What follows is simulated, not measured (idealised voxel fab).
process module | voxel self aligned vias
cross-section cut | 210 nm wide | cells 5 nm
A cross-section is a grid of square cells, given in bands from the top down. A band is one or more rows of cells.
Each band's line starts with the height of the band's top and of its bottom, in nm. Then come its materials from left to right, each with its width in nm. One material with "throughout" fills the band from edge to edge. "air" is empty space.
Height 0 is the level under which the wafer as received is all one material. The lowest band goes on downwards, as in "0 down".
A width such as "30 to 40" changes by the same amount from each row of cells to the next, from the band's top row to its bottom row.
"no change" after a step means that no cell of the cross-section changed.
closed voids: empty space of 8 cells or more with no open way to the top, each as width x height at its distance from the left edge, in nm
after a step's settings: what the simulator itself notes on the step
overlay nm, on a step with a mask: how far to the right of its planned place the mask lay; to the left if negative
plan
1 op RECEIVE | material Si
2 op CONFORMAL_DEP | material SiO2 | thk nm 15
3 op CONFORMAL_DEP | material SiCN | thk nm 5
4 op DIRECTIONAL_DEP | material SiO2 | thk nm 30
5 op DIRECTIONAL_DEP | material aC | thk nm 15
6 op PATTERN | tone open | mask id LINES | material resist | width nm 30 | pitch nm 65 | thk nm 30 | overlay nm 0
7 op DIRECTIONAL_ETCH | etch materials aC | depth nm 15
8 op STRIP | etch materials resist
9 op DIRECTIONAL_ETCH | etch materials SiO2 | depth nm 30
10 op STRIP | etch materials aC
11 op CONFORMAL_DEP | material TiN | thk nm 5
12 op FILL_DEP | material W | thk nm 10
13 op CMP | height nm 50
14 op SELECTIVE_ETCH | etch materials W Ru TiN | depth nm 5
15 op FILL_DEP | material SiN | thk nm 10
16 op CMP | height nm 50
17 op DIRECTIONAL_DEP | material SiO2 | thk nm 20
18 op PATTERN | tone open | mask id VIAS | material resist | width nm 40 | thk nm 15 | overlay nm 0
19 op DIRECTIONAL_ETCH | etch materials SiO2 | depth nm 20
20 op DIRECTIONAL_ETCH | etch materials SiN | depth nm 5
21 op STRIP | etch materials resist
22 op CONFORMAL_DEP | material TiN | thk nm 5
23 op FILL_DEP | material Ru | thk nm 10
24 op CMP | height nm 70
25 op CONFORMAL_DEP | material SiN | thk nm 5
first wafer, as planned
as received, after step 1
  0 down: Si throughout
  closed voids: none
after step 2
  15 to 0: SiO2 throughout
  below 0: unchanged
after step 3
  20 to 15: SiCN throughout
  below 15: unchanged
after step 4
  50 to 20: SiO2 throughout
  below 20: unchanged
after step 5
  65 to 50: aC throughout
  below 50: unchanged
after step 6
  95 to 65: resist 55 | air 30 | resist 35 | air 30 | resist 60
  below 65: unchanged
after step 7
  80 to 65: resist 55 | air 30 | resist 35 | air 30 | resist 60
  65 to 50: aC 55 | air 30 | aC 35 | air 30 | aC 60
  below 50: unchanged
after step 8
  65 to 50: aC 55 | air 30 | aC 35 | air 30 | aC 60
  below 50: unchanged
after step 9
  65 to 50: aC 55 | air 30 | aC 35 | air 30 | aC 60
  50 to 20: SiO2 55 | air 30 | SiO2 35 | air 30 | SiO2 60
  below 20: unchanged
after step 10
  50 to 20: SiO2 55 | air 30 | SiO2 35 | air 30 | SiO2 60
  below 20: unchanged
after step 11
  55 to 50: TiN 60 | air 20 | TiN 45 | air 20 | TiN 65
  50 to 25: SiO2 55 | TiN 5 | air 20 | TiN 5 | SiO2 35 | TiN 5 | air 20 | TiN 5 | SiO2 60
  25 to 20: SiO2 55 | TiN 30 | SiO2 35 | TiN 30 | SiO2 60
  below 20: unchanged
after step 12
  65 to 55: W throughout
  55 to 50: TiN 60 | W 20 | TiN 45 | W 20 | TiN 65
  50 to 25: SiO2 55 | TiN 5 | W 20 | TiN 5 | SiO2 35 | TiN 5 | W 20 | TiN 5 | SiO2 60
  below 25: unchanged
after step 13
  50 to 25: SiO2 55 | TiN 5 | W 20 | TiN 5 | SiO2 35 | TiN 5 | W 20 | TiN 5 | SiO2 60
  below 25: unchanged
after step 14
  50 to 45: SiO2 55 | air 30 | SiO2 35 | air 30 | SiO2 60
  below 45: unchanged
after step 15
  60 to 50: SiN throughout
  50 to 45: SiO2 55 | SiN 30 | SiO2 35 | SiN 30 | SiO2 60
  below 45: unchanged
after step 16
  50 to 45: SiO2 55 | SiN 30 | SiO2 35 | SiN 30 | SiO2 60
  below 45: unchanged
after step 17
  70 to 50: SiO2 throughout
  below 50: unchanged
after step 18
  85 to 70: resist 50 | air 40 | resist 120
  below 70: unchanged
after step 19
  85 to 70: resist 50 | air 40 | resist 120
  70 to 50: SiO2 50 | air 40 | SiO2 120
  below 50: unchanged
after step 20
  85 to 70: resist 50 | air 40 | resist 120
  70 to 50: SiO2 50 | air 40 | SiO2 120
  50 to 45: SiO2 55 | air 30 | SiO2 35 | SiN 30 | SiO2 60
  below 45: unchanged
after step 21
  70 to 50: SiO2 50 | air 40 | SiO2 120
  below 50: unchanged
after step 22
  75 to 70: TiN 55 | air 30 | TiN 125
  70 to 55: SiO2 50 | TiN 5 | air 30 | TiN 5 | SiO2 120
  55 to 50: SiO2 50 | TiN 10 | air 20 | TiN 10 | SiO2 120
  50 to 45: SiO2 55 | TiN 30 | SiO2 35 | SiN 30 | SiO2 60
  below 45: unchanged
after step 23
  85 to 75: Ru throughout
  75 to 70: TiN 55 | Ru 30 | TiN 125
  70 to 55: SiO2 50 | TiN 5 | Ru 30 | TiN 5 | SiO2 120
  55 to 50: SiO2 50 | TiN 10 | Ru 20 | TiN 10 | SiO2 120
  below 50: unchanged
after step 24
  70 to 55: SiO2 50 | TiN 5 | Ru 30 | TiN 5 | SiO2 120
  below 55: unchanged
after step 25
  75 to 70: SiN throughout
  below 70: unchanged
second wafer: like start, like plan, one mistake. Through step 1 it matches the first wafer
when step 2 should have ended: no change
when step 3 should have ended
  5 to 0: SiCN throughout
  below 0: unchanged
when step 4 should have ended
  35 to 5: SiO2 throughout
  below 5: unchanged
when step 5 should have ended
  50 to 35: aC throughout
  below 35: unchanged
when step 6 should have ended
  80 to 50: resist 55 | air 30 | resist 35 | air 30 | resist 60
  below 50: unchanged
when step 7 should have ended
  65 to 50: resist 55 | air 30 | resist 35 | air 30 | resist 60
  50 to 35: aC 55 | air 30 | aC 35 | air 30 | aC 60
  below 35: unchanged
when step 8 should have ended
  50 to 35: aC 55 | air 30 | aC 35 | air 30 | aC 60
  below 35: unchanged
when step 9 should have ended
  50 to 35: aC 55 | air 30 | aC 35 | air 30 | aC 60
  35 to 5: SiO2 55 | air 30 | SiO2 35 | air 30 | SiO2 60
  below 5: unchanged
when step 10 should have ended
  35 to 5: SiO2 55 | air 30 | SiO2 35 | air 30 | SiO2 60
  below 5: unchanged
when step 11 should have ended
  40 to 35: TiN 60 | air 20 | TiN 45 | air 20 | TiN 65
  35 to 10: SiO2 55 | TiN 5 | air 20 | TiN 5 | SiO2 35 | TiN 5 | air 20 | TiN 5 | SiO2 60
  10 to 5: SiO2 55 | TiN 30 | SiO2 35 | TiN 30 | SiO2 60
  below 5: unchanged
when step 12 should have ended
  50 to 40: W throughout
  40 to 35: TiN 60 | W 20 | TiN 45 | W 20 | TiN 65
  35 to 10: SiO2 55 | TiN 5 | W 20 | TiN 5 | SiO2 35 | TiN 5 | W 20 | TiN 5 | SiO2 60
  below 10: unchanged
when step 13 should have ended: no change
when step 14 should have ended
  45 to 40: W throughout
  below 40: unchanged
when step 15 should have ended
  55 to 45: SiN throughout
  below 45: unchanged
when step 16 should have ended
  50 to 45: SiN throughout
  below 45: unchanged
when step 17 should have ended
  70 to 50: SiO2 throughout
  below 50: unchanged
when step 18 should have ended
  85 to 70: resist 50 | air 40 | resist 120
  below 70: unchanged
when step 19 should have ended
  85 to 70: resist 50 | air 40 | resist 120
  70 to 50: SiO2 50 | air 40 | SiO2 120
  below 50: unchanged
when step 20 should have ended
  85 to 70: resist 50 | air 40 | resist 120
  70 to 50: SiO2 50 | air 40 | SiO2 120
  50 to 45: SiN 50 | air 40 | SiN 120
  below 45: unchanged
when step 21 should have ended
  70 to 50: SiO2 50 | air 40 | SiO2 120
  below 50: unchanged
when step 22 should have ended
  75 to 70: TiN 55 | air 30 | TiN 125
  70 to 50: SiO2 50 | TiN 5 | air 30 | TiN 5 | SiO2 120
  50 to 45: SiN 50 | TiN 40 | SiN 120
  below 45: unchanged
when step 23 should have ended
  85 to 75: Ru throughout
  75 to 70: TiN 55 | Ru 30 | TiN 125
  70 to 50: SiO2 50 | TiN 5 | Ru 30 | TiN 5 | SiO2 120
  below 50: unchanged
when step 24 should have ended
  70 to 50: SiO2 50 | TiN 5 | Ru 30 | TiN 5 | SiO2 120
  below 50: unchanged
when step 25 should have ended
  75 to 70: SiN throughout
  below 70: unchanged
what went wrong: step 2 was left out
at the end the second wafer has, in cells: 2 more of Ru | 28 more of SiN | 126 fewer of SiO2 | 38 more of TiN | 58 more of W
